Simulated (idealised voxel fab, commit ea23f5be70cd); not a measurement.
process module | voxel self aligned vias
cross-section cut | 280 nm wide | cells 5 nm
A cross-section is a grid of square cells, given in bands from the top down. A band is one or more rows of cells.
Each band's line starts with the height of the band's top and of its bottom, in nm. Then come its materials from left to right, each with its width in nm. One material with "throughout" fills the band from edge to edge. "air" is empty space.
Height 0 is the level under which the wafer as received is all one material. The lowest band goes on downwards, as in "0 down".
A width such as "30 to 40" changes by the same amount from each row of cells to the next, from the band's top row to its bottom row.
"no change" after a step means that no cell of the cross-section changed.
closed voids: empty space of 8 cells or more with no open way to the top, each as width x height at its distance from the left edge, in nm
after a step's settings: what the simulator itself notes on the step
overlay nm, on a step with a mask: how far to the right of its planned place the mask lay; to the left if negative
plan
1 op RECEIVE | material Si
2 op CONFORMAL_DEP | material SiO2 | thk nm 10
3 op CONFORMAL_DEP | material SiCN | thk nm 5
4 op DIRECTIONAL_DEP | material lowk | thk nm 20
5 op MASKED_ETCH | tone open | mask id LINES | width nm 20 | pitch nm 65 | etch materials lowk | depth nm 20 | overlay nm 0
6 op CONFORMAL_DEP | material TiN | thk nm 5
7 op FILL_DEP | material W | thk nm 10
8 op CMP | height nm 35
9 op SELECTIVE_ETCH | etch materials W Ru TiN | depth nm 5
10 op FILL_DEP | material SiN | thk nm 10
11 op CMP | height nm 35
12 op DIRECTIONAL_DEP | material lowk | thk nm 20
13 op PATTERN | tone open | mask id VIAS | material resist | width nm 40 | thk nm 15 | overlay nm 0
14 op DIRECTIONAL_ETCH | etch materials lowk | depth nm 20
15 op DIRECTIONAL_ETCH | etch materials SiN | depth nm 5
16 op STRIP | etch materials resist
17 op CONFORMAL_DEP | material TiN | thk nm 5
18 op FILL_DEP | material Ru | thk nm 5
19 op CMP | height nm 55
20 op CONFORMAL_DEP | material SiN | thk nm 5
as received, after step 1
  0 down: Si throughout
  closed voids: none
a wafer at the end: this start, this plan, one mistake
  60 to 55: SiN throughout
  55 to 40: lowk 85 | TiN 5 | Ru 30 | TiN 5 | lowk 155
  40 to 35: lowk 85 | TiN 40 | lowk 155
  35 to 30: SiCN throughout
  30 to 10: lowk throughout
  10 to 0: SiO2 throughout
  0 down: Si throughout
  closed voids: none
what went wrong: steps 3 and 4 were swapped
